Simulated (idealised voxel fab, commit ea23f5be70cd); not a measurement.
process module | voxel gate over fins
cross-section cut | 230 nm wide | cells 5 nm
A cross-section is a grid of square cells, given in bands from the top down. A band is one or more rows of cells.
Each band's line starts with the height of the band's top and of its bottom, in nm. Then come its materials from left to right, each with its width in nm. One material with "throughout" fills the band from edge to edge. "air" is empty space.
Height 0 is the level under which the wafer as received is all one material. The lowest band goes on downwards, as in "0 down".
A width such as "30 to 40" changes by the same amount from each row of cells to the next, from the band's top row to its bottom row.
"no change" after a step means that no cell of the cross-section changed.
closed voids: empty space of 8 cells or more with no open way to the top, each as width x height at its distance from the left edge, in nm
after a step's settings: what the simulator itself notes on the step
overlay nm, on a step with a mask: how far to the right of its planned place the mask lay; to the left if negative
Each pair below shows a cross-section before one step and the cross-section after it, down to the lowest band that changed. The line under each pair gives the step between them, with its settings. The pairs can come from different runs of this module on the same starting wafer, so a pair continues from the pair above only where its "before" says so.
before
  25 to 20: W throughout
  20 to 15: W 60 | TiN 105 | W 65
  15 to 10: W 60 | TiN 5 | TiAl 45 | TiN 5 | TiAl 45 | TiN 5 | W 65
  10 to 5: W 60 | TiN 5 | TiAl 5 | TiN 35 | TiAl 5 | TiN 5 | TiAl 5 | TiN 35 | TiAl 5 | TiN 5 | W 65
  5 to 0: TiN 65 | TiAl 5 | TiN 5 | HfO2 25 | TiN 5 | TiAl 5 | TiN 5 | TiAl 5 | TiN 5 | HfO2 25 | TiN 5 | TiAl 5 | TiN 70
  0 to -5: TiAl 70 | TiN 5 | HfO2 5 | Si 15 | HfO2 5 | TiN 5 | TiAl 15 | TiN 5 | HfO2 5 | Si 15 | HfO2 5 | TiN 5 | TiAl 75
  -5 to -10: TiN 75 | HfO2 5 | Si 15 | HfO2 5 | TiN 25 | HfO2 5 | Si 15 | HfO2 5 | TiN 80
  -10 to -15: HfO2 80 | Si 15 | HfO2 35 | Si 15 | HfO2 85
  -15 to -25: SiO2 80 | Si 15 | SiO2 35 | Si 15 | SiO2 85
  -25 to -30: SiO2 80 | Si 15 | SiO2 5 | TiN 25 | SiO2 5 | Si 15 | SiO2 85
  -30 to -35: SiO2 80 | Si 15 | SiO2 35 | Si 15 | SiO2 85
  -35 down: Si throughout
  closed voids: none
after
  30 to 25: SiCN throughout
  below 25: unchanged
  closed voids: none
the step between: op CONFORMAL_DEP | material SiCN | thk nm 5
before
  10 to 0: SiO2 80 | SiN 15 | SiO2 35 | SiN 15 | SiO2 85
  0 to -35: SiO2 80 | Si 15 | SiO2 35 | Si 15 | SiO2 85
  -35 down: Si throughout
  closed voids: none
after
  10 to 0: SiO2 80 | SiN 15 | SiO2 15 | air 15 | SiO2 5 | SiN 15 | SiO2 85
  0 to -30: SiO2 80 | Si 15 | SiO2 15 | air 15 | SiO2 5 | Si 15 | SiO2 85
  below -30: unchanged
  closed voids: none
the step between: op MASKED_ETCH | tone open | mask id RAIL | width nm 15 | etch materials SiO2 | depth nm 40 | overlay nm 5
before: the cross-section after the pair above
after
  15 to 10: TiN 115 | air 5 | TiN 110
  10 to 0: SiO2 80 | SiN 15 | SiO2 15 | TiN 5 | air 5 | TiN 5 | SiO2 5 | SiN 15 | SiO2 85
  0 to -25: SiO2 80 | Si 15 | SiO2 15 | TiN 5 | air 5 | TiN 5 | SiO2 5 | Si 15 | SiO2 85
  -25 to -30: SiO2 80 | Si 15 | SiO2 15 | TiN 15 | SiO2 5 | Si 15 | SiO2 85
  below -30: unchanged
  closed voids: none
the step between: op CONFORMAL_DEP | material TiN | thk nm 5
before: the cross-section after the pair above
after
  25 to 15: Ru throughout
  15 to 10: TiN 115 | Ru 5 | TiN 110
  10 to 0: SiO2 80 | SiN 15 | SiO2 15 | TiN 5 | Ru 5 | TiN 5 | SiO2 5 | SiN 15 | SiO2 85
  0 to -25: SiO2 80 | Si 15 | SiO2 15 | TiN 5 | Ru 5 | TiN 5 | SiO2 5 | Si 15 | SiO2 85
  below -25: unchanged
  closed voids: none
the step between: op FILL_DEP | material Ru | thk nm 10
before: the cross-section after the pair above
after
  10 to 0: SiO2 80 | SiN 15 | SiO2 15 | TiN 5 | Ru 5 | TiN 5 | SiO2 5 | SiN 15 | SiO2 85
  below 0: unchanged
  closed voids: none
the step between: op CMP | height nm 10
before: the cross-section after the pair above
after
  10 to 0: SiO2 80 | SiN 15 | SiO2 15 | air 15 | SiO2 5 | SiN 15 | SiO2 85
  0 to -25: SiO2 80 | Si 15 | SiO2 15 | air 15 | SiO2 5 | Si 15 | SiO2 85
  below -25: unchanged
  closed voids: none
the step between: op SELECTIVE_ETCH | etch materials W Ru TiN | depth nm 35
before: the cross-section after the pair above
after
  15 to 10: SiO2 throughout
  10 to 0: SiO2 80 | SiN 15 | SiO2 35 | SiN 15 | SiO2 85
  0 to -25: SiO2 80 | Si 15 | SiO2 35 | Si 15 | SiO2 85
  below -25: unchanged
  closed voids: none
the step between: op FILL_DEP | material SiO2 | thk nm 5
before: the cross-section after the pair above
after
  10 to 0: SiO2 80 | SiN 15 | SiO2 35 | SiN 15 | SiO2 85
  below 0: unchanged
  closed voids: none
the step between: op CMP | height nm 10
before: the cross-section after the pair above
after
  10 to 0: air 80 | SiN 15 | air 35 | SiN 15 | air 85
  0 to -15: air 80 | Si 15 | air 35 | Si 15 | air 85
  below -15: unchanged
  closed voids: none
the step between: op SELECTIVE_ETCH | etch materials SiO2 | depth nm 25
before: the cross-section after the pair above
after
  0 to -15: air 80 | Si 15 | air 35 | Si 15 | air 85
  below -15: unchanged
  closed voids: none
the step between: op STRIP | etch materials SiN
before: the cross-section after the pair above
after
  5 to 0: air 75 | HfO2 25 | air 25 | HfO2 25 | air 80
  0 to -10: air 75 | HfO2 5 | Si 15 | HfO2 5 | air 25 | HfO2 5 | Si 15 | HfO2 5 | air 80
  -10 to -15: HfO2 80 | Si 15 | HfO2 35 | Si 15 | HfO2 85
  below -15: unchanged
  closed voids: none
the step between: op CONFORMAL_DEP | material HfO2 | thk nm 5
before: the cross-section after the pair above
after
  10 to 5: air 70 | TiN 35 | air 15 | TiN 35 | air 75
  5 to 0: air 70 | TiN 5 | HfO2 25 | TiN 5 | air 15 | TiN 5 | HfO2 25 | TiN 5 | air 75
  0 to -5: air 70 | TiN 5 | HfO2 5 | Si 15 | HfO2 5 | TiN 5 | air 15 | TiN 5 | HfO2 5 | Si 15 | HfO2 5 | TiN 5 | air 75
  -5 to -10: TiN 75 | HfO2 5 | Si 15 | HfO2 5 | TiN 25 | HfO2 5 | Si 15 | HfO2 5 | TiN 80
  below -10: unchanged
  closed voids: none
the step between: op CONFORMAL_DEP | material TiN | thk nm 5
before: the cross-section after the pair above
after
  15 to 10: air 65 | TiAl 45 | air 5 | TiAl 45 | air 70
  10 to 5: air 65 | TiAl 5 | TiN 35 | TiAl 5 | air 5 | TiAl 5 | TiN 35 | TiAl 5 | air 70
  5 to 0: air 65 | TiAl 5 | TiN 5 | HfO2 25 | TiN 5 | TiAl 5 | air 5 | TiAl 5 | TiN 5 | HfO2 25 | TiN 5 | TiAl 5 | air 70
  0 to -5: TiAl 70 | TiN 5 | HfO2 5 | Si 15 | HfO2 5 | TiN 5 | TiAl 15 | TiN 5 | HfO2 5 | Si 15 | HfO2 5 | TiN 5 | TiAl 75
  below -5: unchanged
  closed voids: none
the step between: op CONFORMAL_DEP | material TiAl | thk nm 5
before: the cross-section after the pair above
after
  20 to 15: air 60 | TiN 105 | air 65
  15 to 10: air 60 | TiN 5 | TiAl 45 | TiN 5 | TiAl 45 | TiN 5 | air 65
  10 to 5: air 60 | TiN 5 | TiAl 5 | TiN 35 | TiAl 5 | TiN 5 | TiAl 5 | TiN 35 | TiAl 5 | TiN 5 | air 65
  5 to 0: TiN 65 | TiAl 5 | TiN 5 | HfO2 25 | TiN 5 | TiAl 5 | TiN 5 | TiAl 5 | TiN 5 | HfO2 25 | TiN 5 | TiAl 5 | TiN 70
  below 0: unchanged
  closed voids: none
the step between: op CONFORMAL_DEP | material TiN | thk nm 5
before: the cross-section after the pair above
after
  30 to 20: W throughout
  20 to 15: W 60 | TiN 105 | W 65
  15 to 10: W 60 | TiN 5 | TiAl 45 | TiN 5 | TiAl 45 | TiN 5 | W 65
  10 to 5: W 60 | TiN 5 | TiAl 5 | TiN 35 | TiAl 5 | TiN 5 | TiAl 5 | TiN 35 | TiAl 5 | TiN 5 | W 65
  below 5: unchanged
  closed voids: none
the step between: op FILL_DEP | material W | thk nm 10
before: the cross-section after the pair above
after
  25 to 20: W throughout
  below 20: unchanged
  closed voids: none
the step between: op CMP | height nm 25
before: the cross-section after the pair above
after
  30 to 25: SiCN throughout
  below 25: unchanged
  closed voids: none
the step between: op CONFORMAL_DEP | material SiCN | thk nm 5
before
  10 to 0: SiO2 80 | SiN 15 | SiO2 10 | air 15 | SiO2 10 | SiN 15 | SiO2 85
  0 to -25: SiO2 80 | Si 15 | SiO2 10 | air 15 | SiO2 10 | Si 15 | SiO2 85
  -25 to -30: SiO2 80 | Si 15 | SiO2 10 | TiN 15 | SiO2 10 | Si 15 | SiO2 85
  -30 to -35: SiO2 80 | Si 15 | SiO2 35 | Si 15 | SiO2 85
  -35 down: Si throughout
  closed voids: none
after
  15 to 10: TiN throughout
  10 to 0: SiO2 80 | SiN 15 | SiO2 10 | TiN 15 | SiO2 10 | SiN 15 | SiO2 85
  0 to -30: SiO2 80 | Si 15 | SiO2 10 | TiN 15 | SiO2 10 | Si 15 | SiO2 85
  below -30: unchanged
  closed voids: none
the step between: op FILL_DEP | material TiN | thk nm 5
before: the cross-section after the pair above
after
  10 to 0: SiO2 80 | SiN 15 | SiO2 10 | TiN 15 | SiO2 10 | SiN 15 | SiO2 85
  below 0: unchanged
  closed voids: none
the step between: op CMP | height nm 10
before: the cross-section after the pair above
after
  10 to 0: air 80 | SiN 15 | air 10 | TiN 15 | air 10 | SiN 15 | air 85
  0 to -15: air 80 | Si 15 | air 10 | TiN 15 | air 10 | Si 15 | air 85
  below -15: unchanged
  closed voids: none
the step between: op SELECTIVE_ETCH | etch materials SiO2 | depth nm 25
before: the cross-section after the pair above
after
  10 to 0: air 105 | TiN 15 | air 110
  below 0: unchanged
  closed voids: none
the step between: op STRIP | etch materials SiN
before: the cross-section after the pair above
after
  15 to 10: air 100 | HfO2 25 | air 105
  10 to 0: air 100 to 75 | HfO2 5 to 30 | TiN 15 | HfO2 5 to 30 | air 105 to 80
  0 to -10: air 75 | HfO2 5 | Si 15 | HfO2 10 | TiN 15 | HfO2 10 | Si 15 | HfO2 5 | air 80
  -10 to -15: HfO2 80 | Si 15 | HfO2 10 | TiN 15 | HfO2 10 | Si 15 | HfO2 85
  below -15: unchanged
  closed voids: none
the step between: op CONFORMAL_DEP | material HfO2 | thk nm 5
before: the cross-section after the pair above
after
  20 to 15: air 95 | TiN 35 | air 100
  15 to 10: air 95 | TiN 5 | HfO2 25 | TiN 5 | air 100
  10 to 0: air 70 | TiN 30 to 5 | HfO2 5 to 30 | TiN 15 | HfO2 5 to 30 | TiN 30 to 5 | air 75
  0 to -5: air 70 | TiN 5 | HfO2 5 | Si 15 | HfO2 10 | TiN 15 | HfO2 10 | Si 15 | HfO2 5 | TiN 5 | air 75
  -5 to -10: TiN 75 | HfO2 5 | Si 15 | HfO2 10 | TiN 15 | HfO2 10 | Si 15 | HfO2 5 | TiN 80
  below -10: unchanged
  closed voids: none
the step between: op CONFORMAL_DEP | material TiN | thk nm 5
before: the cross-section after the pair above
after
  25 to 20: air 90 | TiAl 45 | air 95
  20 to 15: air 90 | TiAl 5 | TiN 35 | TiAl 5 | air 95
  15 to 10: air 65 | TiAl 30 | TiN 5 | HfO2 25 | TiN 5 | TiAl 30 | air 70
  10 to 0: air 65 | TiAl 5 | TiN 30 to 5 | HfO2 5 to 30 | TiN 15 | HfO2 5 to 30 | TiN 30 to 5 | TiAl 5 | air 70
  0 to -5: TiAl 70 | TiN 5 | HfO2 5 | Si 15 | HfO2 10 | TiN 15 | HfO2 10 | Si 15 | HfO2 5 | TiN 5 | TiAl 75
  below -5: unchanged
  closed voids: none
the step between: op CONFORMAL_DEP | material TiAl | thk nm 5
before: the cross-section after the pair above
after
  30 to 25: air 85 | TiN 55 | air 90
  25 to 20: air 85 | TiN 5 | TiAl 45 | TiN 5 | air 90
  20 to 15: air 60 | TiN 30 | TiAl 5 | TiN 35 | TiAl 5 | TiN 30 | air 65
  15 to 10: air 60 | TiN 5 | TiAl 30 | TiN 5 | HfO2 25 | TiN 5 | TiAl 30 | TiN 5 | air 65
  10 to 5: air 60 | TiN 5 | TiAl 5 | TiN 30 | HfO2 5 | TiN 15 | HfO2 5 | TiN 30 | TiAl 5 | TiN 5 | air 65
  5 to 0: TiN 65 | TiAl 5 | TiN 5 | HfO2 30 | TiN 15 | HfO2 30 | TiN 5 | TiAl 5 | TiN 70
  below 0: unchanged
  closed voids: none
the step between: op CONFORMAL_DEP | material TiN | thk nm 5
before: the cross-section after the pair above
after
  40 to 30: W throughout
  30 to 25: W 85 | TiN 55 | W 90
  25 to 20: W 85 | TiN 5 | TiAl 45 | TiN 5 | W 90
  20 to 15: W 60 | TiN 30 | TiAl 5 | TiN 35 | TiAl 5 | TiN 30 | W 65
  15 to 10: W 60 | TiN 5 | TiAl 30 | TiN 5 | HfO2 25 | TiN 5 | TiAl 30 | TiN 5 | W 65
  10 to 5: W 60 | TiN 5 | TiAl 5 | TiN 30 | HfO2 5 | TiN 15 | HfO2 5 | TiN 30 | TiAl 5 | TiN 5 | W 65
  below 5: unchanged
  closed voids: none
the step between: op FILL_DEP | material W | thk nm 10
before: the cross-section after the pair above
after
  25 to 20: W 85 | TiN 5 | TiAl 45 | TiN 5 | W 90
  below 20: unchanged
  closed voids: none
the step between: op CMP | height nm 25
before: the cross-section after the pair above
after
  30 to 25: SiCN throughout
  below 25: unchanged
  closed voids: none
the step between: op CONFORMAL_DEP | material SiCN | thk nm 5
before
  10 to 0: SiO2 80 | SiN 15 | SiO2 35 | SiN 15 | SiO2 85
  0 to -35: SiO2 80 | Si 15 | SiO2 35 | Si 15 | SiO2 85
  -35 down: Si throughout
  closed voids: none
after
  10 to 0: air 80 | SiN 15 | air 10 | SiO2 15 | air 10 | SiN 15 | air 85
  0 to -30: air 80 | Si 15 | air 10 | SiO2 15 | air 10 | Si 15 | air 85
  below -30: unchanged
  closed voids: none
the step between: op MASKED_ETCH | tone cover | mask id RAIL | width nm 15 | etch materials SiO2 | depth nm 40 | overlay nm 0
before: the cross-section after the pair above
after
  15 to 10: air 75 | TiN 75 | air 80
  10 to 0: air 75 | TiN 5 | SiN 15 | TiN 10 | SiO2 15 | TiN 10 | SiN 15 | TiN 5 | air 80
  0 to -25: air 75 | TiN 5 | Si 15 | TiN 10 | SiO2 15 | TiN 10 | Si 15 | TiN 5 | air 80
  -25 to -30: TiN 80 | Si 15 | TiN 10 | SiO2 15 | TiN 10 | Si 15 | TiN 85
  below -30: unchanged
  closed voids: none
the step between: op CONFORMAL_DEP | material TiN | thk nm 5
before: the cross-section after the pair above
after
  25 to 15: Ru throughout
  15 to 10: Ru 75 | TiN 75 | Ru 80
  10 to 0: Ru 75 | TiN 5 | SiN 15 | TiN 10 | SiO2 15 | TiN 10 | SiN 15 | TiN 5 | Ru 80
  0 to -25: Ru 75 | TiN 5 | Si 15 | TiN 10 | SiO2 15 | TiN 10 | Si 15 | TiN 5 | Ru 80
  below -25: unchanged
  closed voids: none
the step between: op FILL_DEP | material Ru | thk nm 10
before: the cross-section after the pair above
after
  10 to 0: Ru 75 | TiN 5 | SiN 15 | TiN 10 | SiO2 15 | TiN 10 | SiN 15 | TiN 5 | Ru 80
  below 0: unchanged
  closed voids: none
the step between: op CMP | height nm 10
before: the cross-section after the pair above
after
  10 to 0: air 80 | SiN 15 | air 10 | SiO2 15 | air 10 | SiN 15 | air 85
  0 to -25: air 80 | Si 15 | air 10 | SiO2 15 | air 10 | Si 15 | air 85
  below -25: unchanged
  closed voids: none
the step between: op SELECTIVE_ETCH | etch materials W Ru TiN | depth nm 35
before: the cross-section after the pair above
after
  15 to 10: SiO2 throughout
  10 to 0: SiO2 80 | SiN 15 | SiO2 35 | SiN 15 | SiO2 85
  0 to -25: SiO2 80 | Si 15 | SiO2 35 | Si 15 | SiO2 85
  below -25: unchanged
  closed voids: none
the step between: op FILL_DEP | material SiO2 | thk nm 5
before: the cross-section after the pair above
after
  10 to 0: SiO2 80 | SiN 15 | SiO2 35 | SiN 15 | SiO2 85
  below 0: unchanged
  closed voids: none
the step between: op CMP | height nm 10
before: the cross-section after the pair above
after
  10 to 0: air 80 | SiN 15 | air 35 | SiN 15 | air 85
  0 to -15: air 80 | Si 15 | air 35 | Si 15 | air 85
  below -15: unchanged
  closed voids: none
the step between: op SELECTIVE_ETCH | etch materials SiO2 | depth nm 25
before: the cross-section after the pair above
after
  0 to -15: air 80 | Si 15 | air 35 | Si 15 | air 85
  below -15: unchanged
  closed voids: none
the step between: op STRIP | etch materials SiN
before: the cross-section after the pair above
after
  5 to 0: air 75 | HfO2 25 | air 25 | HfO2 25 | air 80
  0 to -10: air 75 | HfO2 5 | Si 15 | HfO2 5 | air 25 | HfO2 5 | Si 15 | HfO2 5 | air 80
  -10 to -15: HfO2 80 | Si 15 | HfO2 35 | Si 15 | HfO2 85
  below -15: unchanged
  closed voids: none
the step between: op CONFORMAL_DEP | material HfO2 | thk nm 5
before: the cross-section after the pair above
after
  10 to 5: air 70 | TiN 35 | air 15 | TiN 35 | air 75
  5 to 0: air 70 | TiN 5 | HfO2 25 | TiN 5 | air 15 | TiN 5 | HfO2 25 | TiN 5 | air 75
  0 to -5: air 70 | TiN 5 | HfO2 5 | Si 15 | HfO2 5 | TiN 5 | air 15 | TiN 5 | HfO2 5 | Si 15 | HfO2 5 | TiN 5 | air 75
  -5 to -10: TiN 75 | HfO2 5 | Si 15 | HfO2 5 | TiN 25 | HfO2 5 | Si 15 | HfO2 5 | TiN 80
  below -10: unchanged
  closed voids: none
the step between: op CONFORMAL_DEP | material TiN | thk nm 5
before: the cross-section after the pair above
after
  15 to 10: air 65 | TiAl 45 | air 5 | TiAl 45 | air 70
  10 to 5: air 65 | TiAl 5 | TiN 35 | TiAl 5 | air 5 | TiAl 5 | TiN 35 | TiAl 5 | air 70
  5 to 0: air 65 | TiAl 5 | TiN 5 | HfO2 25 | TiN 5 | TiAl 5 | air 5 | TiAl 5 | TiN 5 | HfO2 25 | TiN 5 | TiAl 5 | air 70
  0 to -5: TiAl 70 | TiN 5 | HfO2 5 | Si 15 | HfO2 5 | TiN 5 | TiAl 15 | TiN 5 | HfO2 5 | Si 15 | HfO2 5 | TiN 5 | TiAl 75
  below -5: unchanged
  closed voids: none
the step between: op CONFORMAL_DEP | material TiAl | thk nm 5
before: the cross-section after the pair above
after
  20 to 15: air 60 | TiN 105 | air 65
  15 to 10: air 60 | TiN 5 | TiAl 45 | TiN 5 | TiAl 45 | TiN 5 | air 65
  10 to 5: air 60 | TiN 5 | TiAl 5 | TiN 35 | TiAl 5 | TiN 5 | TiAl 5 | TiN 35 | TiAl 5 | TiN 5 | air 65
  5 to 0: TiN 65 | TiAl 5 | TiN 5 | HfO2 25 | TiN 5 | TiAl 5 | TiN 5 | TiAl 5 | TiN 5 | HfO2 25 | TiN 5 | TiAl 5 | TiN 70
  below 0: unchanged
  closed voids: none
the step between: op CONFORMAL_DEP | material TiN | thk nm 5
before: the cross-section after the pair above
after
  30 to 20: W throughout
  20 to 15: W 60 | TiN 105 | W 65
  15 to 10: W 60 | TiN 5 | TiAl 45 | TiN 5 | TiAl 45 | TiN 5 | W 65
  10 to 5: W 60 | TiN 5 | TiAl 5 | TiN 35 | TiAl 5 | TiN 5 | TiAl 5 | TiN 35 | TiAl 5 | TiN 5 | W 65
  below 5: unchanged
  closed voids: none
the step between: op FILL_DEP | material W | thk nm 10
before: the cross-section after the pair above
after
  25 to 20: W throughout
  below 20: unchanged
  closed voids: none
the step between: op CMP | height nm 25
before: the cross-section after the pair above
after
  30 to 25: SiCN throughout
  below 25: unchanged
  closed voids: none
the step between: op CONFORMAL_DEP | material SiCN | thk nm 5
